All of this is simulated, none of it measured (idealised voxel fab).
The following process module bears the name voxel capacitor over wiring.
Each square cell in cross-section cut measures 5 nm, and the section as a whole is 175 nm wide.
Reading order for cross-sections: top band down to bottom band. Underlying form: a grid of square cells. Band size: one or more rows of cells. Basically the band line says how high the top is and how high the bottom is, in nm, and then what's in it from left to right, every material with its width in nm. Empty space shows up as "air", and if a single material carries "throughout" it runs the full band edge to edge. For the purposes of this specification, 0 denotes the height below which the wafer in its as-received condition is composed wholly of one material, and the lowermost band, lacking a lower limit, extends downward without end, as expressed in "0 down". The notation "30->40" denotes a width that varies across the rows of cells in the band, beginning at the first number in the top row, finishing at the second number in the bottom row, and changing by an identical amount from each row to the next. Key: "no modification" - step with no changed cell in the cross-section. The entry titled "Trapped cavities" provides the empty spaces that have no open way to the top, restricted to those of 8 cells or more. Each is presented as width x height at distance, the distance being measured from the left edge, with all three in nm. The remark found on a step's line after its settings is issued by the simulator itself and pertains to that step. A step's line can hold "overlay nm"; with a mask on that step, the setting says how far right of the planned place the mask lay, while a negative setting says it lay to the left. Pairs follow: section before one process step, section after it down to the lowest changed band, step with settings underneath. Pairs may come from different runs of this module on the same starting wafer; continuity with the pair above only as stated in the "Pre-step condition" entry.
Pre-step condition
105 to 90 = resist=65, air=15, resist=95
90 to 75 = SiO2 throughout
75 to 65 = SiO2=45, TiN=55, SiO2=75
65 to 60 = SiO2=45, SiN=55, SiO2=75
60 to 50 = SiO2=40, TiN=65, SiO2=70
50 to 40 = lowk=45, Ru=15, lowk=115
40 to 35 = SiCN=45, Ru=15, SiCN=115
35 to 15 = lowk=25, SiCN=5, W=30, SiCN=5, lowk=40, SiCN=5, W=30, SiCN=5, lowk=30
15 to 10 = SiCN=30, TiN=30, SiCN=50, TiN=30, SiCN=35
10 to 0 = SiO2 throughout
0 down = Si throughout
Trapped cavities: none
Step Outcome
105 to 90 = resist=65, air=15, resist=95
90 to 75 = SiO2=65, air=15, SiO2=95
Heights below 75 show no change.
Trapped cavities: none
The structure goes from the before cross-section above to the after cross-section through DIRECTIONAL_ETCH,etch materials SiO2,depth nm 15
Pre-step condition: It is represented by the cross-section appearing after the step of the pair directly above.
Step Outcome
90 to 75 = SiO2=65, air=15, SiO2=95
Heights below 75 show no change.
Trapped cavities: none
The structure goes from the before cross-section above to the after cross-section through STRIP,etch materials resist
Pre-step condition: It is represented by the cross-section appearing after the step of the pair directly above.
Step Outcome
95 to 90 = TiN=70, air=5, TiN=100
90 to 80 = SiO2=65, TiN=5, air=5, TiN=5, SiO2=95
80 to 75 = SiO2=65, TiN=15, SiO2=95
Heights below 75 show no change.
Trapped cavities: none
The structure goes from the before cross-section above to the after cross-section through CONFORMAL_DEP,material TiN,thk nm 5
Pre-step condition: It is represented by the cross-section appearing after the step of the pair directly above.
Step Outcome
105 to 95 = Ru throughout
95 to 90 = TiN=70, Ru=5, TiN=100
90 to 80 = SiO2=65, TiN=5, Ru=5, TiN=5, SiO2=95
Heights below 80 show no change.
Trapped cavities: none
The structure goes from the before cross-section above to the after cross-section through FILL_DEP,material Ru,thk nm 10
Pre-step condition: It is represented by the cross-section appearing after the step of the pair directly above.
Step Outcome
90 to 80 = SiO2=65, TiN=5, Ru=5, TiN=5, SiO2=95
Heights below 80 show no change.
Trapped cavities: none
The structure goes from the before cross-section above to the after cross-section through CMP,height nm 90
Pre-step condition: It is represented by the cross-section appearing after the step of the pair directly above.
Step Outcome
95 to 90 = SiCN throughout
Heights below 90 show no change.
Trapped cavities: none
The structure goes from the before cross-section above to the after cross-section through CONFORMAL_DEP,material SiCN,thk nm 5
Pre-step condition
40 to 35 = air=25, SiCN=40, air=40, SiCN=40, air=30
35 to 15 = air=25, SiCN=5, W=30, SiCN=5, air=40, SiCN=5, W=30, SiCN=5, air=30
15 to 10 = SiCN=30, TiN=30, SiCN=50, TiN=30, SiCN=35
10 to 0 = SiO2 throughout
0 down = Si throughout
Trapped cavities: none
Step Outcome
50 to 35 = SiCN throughout
35 to 15 = SiCN=30, W=30, SiCN=50, W=30, SiCN=35
Heights below 15 show no change.
Trapped cavities: none
The structure goes from the before cross-section above to the after cross-section through FILL_DEP,material SiCN,thk nm 10
Pre-step condition: It is represented by the cross-section appearing after the step of the pair directly above.
Step Outcome
35 to 15 = SiCN=30, W=30, SiCN=50, W=30, SiCN=35
Heights below 15 show no change.
Trapped cavities: none
The structure goes from the before cross-section above to the after cross-section through CMP,height nm 35
Pre-step condition: It is represented by the cross-section appearing after the step of the pair directly above.
Step Outcome
40 to 35 = SiCN throughout
Heights below 35 show no change.
Trapped cavities: none
The structure goes from the before cross-section above to the after cross-section through CONFORMAL_DEP,material SiCN,thk nm 5
Pre-step condition: It is represented by the cross-section appearing after the step of the pair directly above.
Step Outcome
50 to 40 = lowk throughout
Heights below 40 show no change.
Trapped cavities: none
The structure goes from the before cross-section above to the after cross-section through DIRECTIONAL_DEP,material lowk,thk nm 10
Pre-step condition: It is represented by the cross-section appearing after the step of the pair directly above.
Step Outcome
65 to 50 = resist=45, air=15, resist=115
Heights below 50 show no change.
Trapped cavities: none
The structure goes from the before cross-section above to the after cross-section through PATTERN,tone open,mask id PLUG_1,material resist,width nm 15,thk nm 15,overlay nm 0
Pre-step condition: It is represented by the cross-section appearing after the step of the pair directly above.
Step Outcome
65 to 50 = resist=45, air=15, resist=115
50 to 40 = lowk=45, air=15, lowk=115
Heights below 40 show no change.
Trapped cavities: none
The structure goes from the before cross-section above to the after cross-section through DIRECTIONAL_ETCH,etch materials lowk,depth nm 10
Pre-step condition: It is represented by the cross-section appearing after the step of the pair directly above.
Step Outcome
65 to 50 = resist=45, air=15, resist=115
50 to 40 = lowk=45, air=15, lowk=115
40 to 35 = SiCN=45, air=15, SiCN=115
Heights below 35 show no change.
Trapped cavities: none
The structure goes from the before cross-section above to the after cross-section through DIRECTIONAL_ETCH,etch materials SiCN,depth nm 5
Pre-step condition: It is represented by the cross-section appearing after the step of the pair directly above.
Step Outcome
50 to 40 = lowk=45, air=15, lowk=115
Heights below 40 show no change.
Trapped cavities: none
The structure goes from the before cross-section above to the after cross-section through STRIP,etch materials resist
Pre-step condition: It is represented by the cross-section appearing after the step of the pair directly above.
Step Outcome
50 to 45 = lowk=45, air=15, lowk=115
45 to 40 = lowk=45, Ru=15, lowk=115
40 to 35 = SiCN=45, Ru=15, SiCN=115
Heights below 35 show no change.
Trapped cavities: none
The structure goes from the before cross-section above to the after cross-section through EPI,material Ru,thk nm 10
Pre-step condition: It is represented by the cross-section appearing after the step of the pair directly above.
Step Outcome
50 to 40 = lowk=45, Ru=15, lowk=115
Heights below 40 show no change.
Trapped cavities: none
The structure goes from the before cross-section above to the after cross-section through EPI,material Ru,thk nm 5
Pre-step condition: It is represented by the cross-section appearing after the step of the pair directly above.
Step Outcome
60 to 50 = TiN throughout
Heights below 50 show no change.
Trapped cavities: none
The structure goes from the before cross-section above to the after cross-section through DIRECTIONAL_DEP,material TiN,thk nm 10
Pre-step condition: It is represented by the cross-section appearing after the step of the pair directly above.
Step Outcome
65 to 60 = SiN throughout
Heights below 60 show no change.
Trapped cavities: none
The structure goes from the before cross-section above to the after cross-section through DIRECTIONAL_DEP,material SiN,thk nm 5
Pre-step condition: It is represented by the cross-section appearing after the step of the pair directly above.
Step Outcome
75 to 65 = TiN throughout
Heights below 65 show no change.
Trapped cavities: none
The structure goes from the before cross-section above to the after cross-section through DIRECTIONAL_DEP,material TiN,thk nm 10
Pre-step condition: It is represented by the cross-section appearing after the step of the pair directly above.
Step Outcome
90 to 75 = air=45, resist=55, air=75
Heights below 75 show no change.
Trapped cavities: none
The structure goes from the before cross-section above to the after cross-section through PATTERN,tone cover,mask id UPPER_PLATE,material resist,width nm 55,thk nm 15,overlay nm 0
Pre-step condition: It is represented by the cross-section appearing after the step of the pair directly above.
Step Outcome
90 to 75 = air=45, resist=55, air=75
75 to 65 = air=45, TiN=55, air=75
Heights below 65 show no change.
Trapped cavities: none
The structure goes from the before cross-section above to the after cross-section through DIRECTIONAL_ETCH,etch materials TiN,depth nm 10
Pre-step condition: It is represented by the cross-section appearing after the step of the pair directly above.
Step Outcome
90 to 75 = air=45, resist=55, air=75
75 to 65 = air=45, TiN=55, air=75
65 to 60 = air=45, SiN=55, air=75
Heights below 60 show no change.
Trapped cavities: none
The structure goes from the before cross-section above to the after cross-section through DIRECTIONAL_ETCH,etch materials SiN,depth nm 5
Pre-step condition: It is represented by the cross-section appearing after the step of the pair directly above.
Step Outcome
75 to 65 = air=45, TiN=55, air=75
Heights below 65 show no change.
Trapped cavities: none
The structure goes from the before cross-section above to the after cross-section through STRIP,etch materials resist
Pre-step condition: It is represented by the cross-section appearing after the step of the pair directly above.
Step Outcome
75 to 65 = air=45, TiN=55, air=75
65 to 60 = air=45, SiN=55, air=75
60 to 50 = air=40, TiN=65, air=70
Heights below 50 show no change.
Trapped cavities: none
The structure goes from the before cross-section above to the after cross-section through MASKED_ETCH,tone cover,mask id LOWER_PLATE,width nm 65,etch materials TiN,depth nm 10,overlay nm 0
Pre-step condition: It is represented by the cross-section appearing after the step of the pair directly above.
Step Outcome
95 to 75 = SiO2 throughout
75 to 65 = SiO2=45, TiN=55, SiO2=75
65 to 60 = SiO2=45, SiN=55, SiO2=75
60 to 50 = SiO2=40, TiN=65, SiO2=70
Heights below 50 show no change.
Trapped cavities: none
The structure goes from the before cross-section above to the after cross-section through FILL_DEP,material SiO2,thk nm 20
Pre-step condition: It is represented by the cross-section appearing after the step of the pair directly above.
Step Outcome
90 to 75 = SiO2 throughout
Heights below 75 show no change.
Trapped cavities: none
The structure goes from the before cross-section above to the after cross-section through CMP,height nm 90
Pre-step condition: It is represented by the cross-section appearing after the step of the pair directly above.
Step Outcome
105 to 90 = resist=55, air=15, resist=105
Heights below 90 show no change.
Trapped cavities: none
The structure goes from the before cross-section above to the after cross-section through PATTERN,tone open,mask id PLUG_2,material resist,width nm 15,thk nm 15,overlay nm 0
Pre-step condition: It is represented by the cross-section appearing after the step of the pair directly above.
Step Outcome
105 to 90 = resist=55, air=15, resist=105
90 to 75 = SiO2=55, air=15, SiO2=105
Heights below 75 show no change.
Trapped cavities: none
The structure goes from the before cross-section above to the after cross-section through DIRECTIONAL_ETCH,etch materials SiO2,depth nm 15
Pre-step condition: It is represented by the cross-section appearing after the step of the pair directly above.
Step Outcome
90 to 75 = SiO2=55, air=15, SiO2=105
Heights below 75 show no change.
Trapped cavities: none
The structure goes from the before cross-section above to the after cross-section through STRIP,etch materials resist
Pre-step condition: It is represented by the cross-section appearing after the step of the pair directly above.
Step Outcome
95 to 90 = TiN=60, air=5, TiN=110
90 to 80 = SiO2=55, TiN=5, air=5, TiN=5, SiO2=105
80 to 75 = SiO2=55, TiN=15, SiO2=105
Heights below 75 show no change.
Trapped cavities: none
The structure goes from the before cross-section above to the after cross-section through CONFORMAL_DEP,material TiN,thk nm 5
Pre-step condition: It is represented by the cross-section appearing after the step of the pair directly above.
Step Outcome
105 to 95 = Ru throughout
95 to 90 = TiN=60, Ru=5, TiN=110
90 to 80 = SiO2=55, TiN=5, Ru=5, TiN=5, SiO2=105
Heights below 80 show no change.
Trapped cavities: none
The structure goes from the before cross-section above to the after cross-section through FILL_DEP,material Ru,thk nm 10
Pre-step condition: It is represented by the cross-section appearing after the step of the pair directly above.
Step Outcome
90 to 80 = SiO2=55, TiN=5, Ru=5, TiN=5, SiO2=105
Heights below 80 show no change.
Trapped cavities: none
The structure goes from the before cross-section above to the after cross-section through CMP,height nm 90
Pre-step condition: It is represented by the cross-section appearing after the step of the pair directly above.
Step Outcome
95 to 90 = SiCN throughout
Heights below 90 show no change.
Trapped cavities: none
The structure goes from the before cross-section above to the after cross-section through CONFORMAL_DEP,material SiCN,thk nm 5
Pre-step condition
75 to 65 = TiN throughout
65 to 60 = SiN throughout
60 to 50 = TiN throughout
50 to 40 = lowk=45, Ru=15, lowk=115
40 to 35 = SiCN=45, Ru=15, SiCN=115
35 to 15 = lowk=25, SiCN=5, W=30, SiCN=5, lowk=40, SiCN=5, W=30, SiCN=5, lowk=30
15 to 10 = SiCN=30, TiN=30, SiCN=50, TiN=30, SiCN=35
10 to 0 = SiO2 throughout
0 down = Si throughout
Trapped cavities: none
Step Outcome
90 to 75 = resist=45, air=55, resist=75
Heights below 75 show no change.
Trapped cavities: none
The structure goes from the before cross-section above to the after cross-section through PATTERN,tone open,mask id UPPER_PLATE,material resist,width nm 55,thk nm 15,overlay nm 0
Pre-step condition: It is represented by the cross-section appearing after the step of the pair directly above.
Step Outcome
90 to 75 = resist=45, air=55, resist=75
75 to 65 = TiN=45, air=55, TiN=75
Heights below 65 show no change.
Trapped cavities: none
The structure goes from the before cross-section above to the after cross-section through DIRECTIONAL_ETCH,etch materials TiN,depth nm 10
Pre-step condition: It is represented by the cross-section appearing after the step of the pair directly above.
Step Outcome
90 to 75 = resist=45, air=55, resist=75
75 to 65 = TiN=45, air=55, TiN=75
65 to 60 = SiN=45, air=55, SiN=75
Heights below 60 show no change.
Trapped cavities: none
The structure goes from the before cross-section above to the after cross-section through DIRECTIONAL_ETCH,etch materials SiN,depth nm 5
Pre-step condition: It is represented by the cross-section appearing after the step of the pair directly above.
Step Outcome
75 to 65 = TiN=45, air=55, TiN=75
Heights below 65 show no change.
Trapped cavities: none
The structure goes from the before cross-section above to the after cross-section through STRIP,etch materials resist
Pre-step condition: It is represented by the cross-section appearing after the step of the pair directly above.
Step Outcome
75 to 65 = air=40, TiN=5, air=55, TiN=5, air=70
Heights below 65 show no change.
Trapped cavities: none
The structure goes from the before cross-section above to the after cross-section through MASKED_ETCH,tone cover,mask id LOWER_PLATE,width nm 65,etch materials TiN,depth nm 10,overlay nm 0
Pre-step condition: It is represented by the cross-section appearing after the step of the pair directly above.
Step Outcome
95 to 75 = SiO2 throughout
75 to 65 = SiO2=40, TiN=5, SiO2=55, TiN=5, SiO2=70
65 to 60 = SiN=45, SiO2=55, SiN=75
Heights below 60 show no change.
Trapped cavities: none
The structure goes from the before cross-section above to the after cross-section through FILL_DEP,material SiO2,thk nm 20
Pre-step condition: It is represented by the cross-section appearing after the step of the pair directly above.
Step Outcome
90 to 75 = SiO2 throughout
Heights below 75 show no change.
Trapped cavities: none
The structure goes from the before cross-section above to the after cross-section through CMP,height nm 90
Pre-step condition: It is represented by the cross-section appearing after the step of the pair directly above.
Step Outcome
105 to 90 = resist=55, air=15, resist=105
Heights below 90 show no change.
Trapped cavities: none
The structure goes from the before cross-section above to the after cross-section through PATTERN,tone open,mask id PLUG_2,material resist,width nm 15,thk nm 15,overlay nm 0
Pre-step condition: It is represented by the cross-section appearing after the step of the pair directly above.
Step Outcome
105 to 90 = resist=55, air=15, resist=105
90 to 75 = SiO2=55, air=15, SiO2=105
Heights below 75 show no change.
Trapped cavities: none
The structure goes from the before cross-section above to the after cross-section through DIRECTIONAL_ETCH,etch materials SiO2,depth nm 15
Pre-step condition: It is represented by the cross-section appearing after the step of the pair directly above.
Step Outcome
90 to 75 = SiO2=55, air=15, SiO2=105
Heights below 75 show no change.
Trapped cavities: none
The structure goes from the before cross-section above to the after cross-section through STRIP,etch materials resist
Pre-step condition: It is represented by the cross-section appearing after the step of the pair directly above.
Step Outcome
95 to 90 = TiN=60, air=5, TiN=110
90 to 80 = SiO2=55, TiN=5, air=5, TiN=5, SiO2=105
80 to 75 = SiO2=55, TiN=15, SiO2=105
Heights below 75 show no change.
Trapped cavities: none
The structure goes from the before cross-section above to the after cross-section through CONFORMAL_DEP,material TiN,thk nm 5
Pre-step condition: It is represented by the cross-section appearing after the step of the pair directly above.
Step Outcome
105 to 95 = Ru throughout
95 to 90 = TiN=60, Ru=5, TiN=110
90 to 80 = SiO2=55, TiN=5, Ru=5, TiN=5, SiO2=105
Heights below 80 show no change.
Trapped cavities: none
The structure goes from the before cross-section above to the after cross-section through FILL_DEP,material Ru,thk nm 10
Pre-step condition: It is represented by the cross-section appearing after the step of the pair directly above.
Step Outcome
90 to 80 = SiO2=55, TiN=5, Ru=5, TiN=5, SiO2=105
Heights below 80 show no change.
Trapped cavities: none
The structure goes from the before cross-section above to the after cross-section through CMP,height nm 90
Pre-step condition: It is represented by the cross-section appearing after the step of the pair directly above.
Step Outcome
95 to 90 = SiCN throughout
Heights below 90 show no change.
Trapped cavities: none
The structure goes from the before cross-section above to the after cross-section through CONFORMAL_DEP,material SiCN,thk nm 5
